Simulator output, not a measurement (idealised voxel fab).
Module name: voxel spacer lines (process module)
Square cells of 5 nm make up the cross-section cut, whose width is 200 nm.
For the purposes of this document, a cross-section shall be understood as a grid of square cells, specified as bands listed in top-to-bottom order, each band consisting of one or more rows of cells.
Within each band entry, the heights of the top and of the bottom of the band appear first, in that order and in nm; the materials of the band then follow from left to right, each with its corresponding width in nm. The designation "edge to edge" on a single material indicates that it fills the band from edge to edge; the designation "air" indicates empty space.
Counting heights begins at 0, where everything beneath is, in the wafer as received, one material. The lowest band has no bottom; it goes on downwards, as "0..down" shows.
Note: "30..40" means the width goes from the first number (top row of the band) to the second number (bottom row) in equal steps per row of cells.
"no modifications" (step): cross-section cells unchanged, all of them.
"Enclosed empty spaces" - sealed voids, min. 8 cells, no opening to top; format: width x height at distance (distance from left edge; nm throughout).
Past the settings on a step's line: simulator remark, on that step.
Each step line may optionally specify "overlay nm", which for a step with a mask gives the rightward distance between the mask's planned place and where it lay, a negative value indicating the leftward direction.

Set out below are the planned steps of the process:
1,RECEIVE, material Si
2,CONFORMAL_DEP, material Al2O3, thk nm 5
3,DIRECTIONAL_DEP, material W, thk nm 15
4,DIRECTIONAL_DEP, material polySi, thk nm 25
5,PATTERN, tone cover, mask id MANDREL, material resist, width nm 20, pitch nm 70, thk nm 35, overlay nm 0
6,DIRECTIONAL_ETCH, etch materials polySi, depth nm 25
7,STRIP, etch materials resist
8,CONFORMAL_DEP, material SiN, thk nm 15
9,DIRECTIONAL_ETCH, etch materials SiN, depth nm 15
10,STRIP, etch materials polySi
11,DIRECTIONAL_ETCH, etch materials W, depth nm 15
12,STRIP, etch materials SiN
13,FILL_DEP, material lowk, thk nm 5
14,CMP, height nm 20

Cross-section of the wafer at receipt, which is the condition after step 1:
  0..down: Si edge to edge
  Enclosed empty spaces: none

As-planned run: cross-section of the first of two wafers at end of module:
  20..5: 40 of lowk | 15 of W | 20 of lowk | 15 of W | 20 of lowk | 15 of W | 20 of lowk | 15 of W | 40 of lowk
  5..0: Al2O3 edge to edge
  0..down: Si edge to edge
  Enclosed empty spaces: none

Same start, same plan as the first wafer - but one mistake in the run. Cross-section of the second of the two at the end of the module:
  20..15: lowk edge to edge
  15..5: 40 of lowk | 15 of W | 20 of lowk | 15 of W | 20 of lowk | 15 of W | 20 of lowk | 15 of W | 40 of lowk
  5..0: Al2O3 edge to edge
  0..down: Si edge to edge
  Enclosed empty spaces: none
What was done differently from what was planned? for step 3, the planned setting was not used; the step was instead run as DIRECTIONAL_DEP, material W, thk nm 10
The closing comparison, in cells, has the second wafer with more or fewer of some materials than the first: W: 12 fewer | lowk: 12 more
